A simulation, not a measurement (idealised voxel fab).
Title: Process Module voxel air gaps
The figure presents cross-section cut, which has a width of 175 nm and is divided into square cells with an edge length of 5 nm.
The cross-sections in this document take the form of a grid made of square cells. They are written out as bands, in order from top to bottom. Each band consists of one or more rows of cells. Quick guide to a band line: top height, bottom height (nm) up front; then every material left to right with its width in nm. Only one material and it's marked "edge to edge"? Then it fills the band edge to edge. And "air" just means empty space. Note: height 0 marks the level under which the wafer is uniformly one material as received. Lowest band unbounded below, written "0 down". Think of "30->40" as a width that walks from the first number to the second as you go down the band, top row to bottom row, taking equal-sized steps from row to row. It should be understood that the words "no modifications", when stated for a given step, signify that the cross-section underwent no change in any of its cells during that step. Each empty space that has no open way to the top and spans at least 8 cells appears under "Trapped void list" as width x height at distance, the distance counted from the left edge, all in nm. If you see something after the settings on a step's line, that's the simulator's own remark about that step. overlay nm: how far to the right of its planned place the mask lay on this masked step (negative: to the left).

Planned step list for the process:
1: RECEIVE (material Si)
2: CONFORMAL_DEP (material SiO2; thk nm 10)
3: CONFORMAL_DEP (material SiCN; thk nm 5)
4: DIRECTIONAL_DEP (material lowk; thk nm 40)
5: DIRECTIONAL_DEP (material aC; thk nm 15)
6: PATTERN (tone open; mask id LINES; material resist; width nm 15; pitch nm 40; thk nm 30; overlay nm -5)
7: DIRECTIONAL_ETCH (etch materials aC; depth nm 15)
8: STRIP (etch materials resist)
9: DIRECTIONAL_ETCH (etch materials lowk; depth nm 40)
10: STRIP (etch materials aC)
11: CONFORMAL_DEP (material TiN; thk nm 5)
12: FILL_DEP (material W; thk nm 5)
13: CMP (height nm 55)
14: EPI (material Ru; thk nm 10)
15: SELECTIVE_ETCH (etch materials lowk; depth nm 50)
16: CONFORMAL_DEP (material SiCN; thk nm 5)
Where the wafers of this document differ is in the overlay nm of step 6; they start out the same, and the plan states the value that applied to the first wafer.

So this is the first of several wafers, cross-sectioned as it came to us, meaning it's at the end of step 1:
* 0 down  Si edge to edge
* Trapped void list: none

Row per wafer, end-of-module: cell gain (+)/loss (-) by material since the wafer came in, then closed voids:
overlay nm -5; +56 Ru; +170 SiCN; +70 SiO2; +68 TiN; +28 W; Trapped void list: 10 x 30 at 0; 15 x 30 at 35; 15 x 30 at 75; 15 x 30 at 115
overlay nm 0; +56 Ru; +170 SiCN; +70 SiO2; +68 TiN; +28 W; Trapped void list: 15 x 30 at 40; 15 x 30 at 80; 15 x 30 at 120
overlay nm 5; +56 Ru; +170 SiCN; +70 SiO2; +68 TiN; +28 W; Trapped void list: 15 x 30 at 45; 15 x 30 at 85; 15 x 30 at 125; 10 x 30 at 165
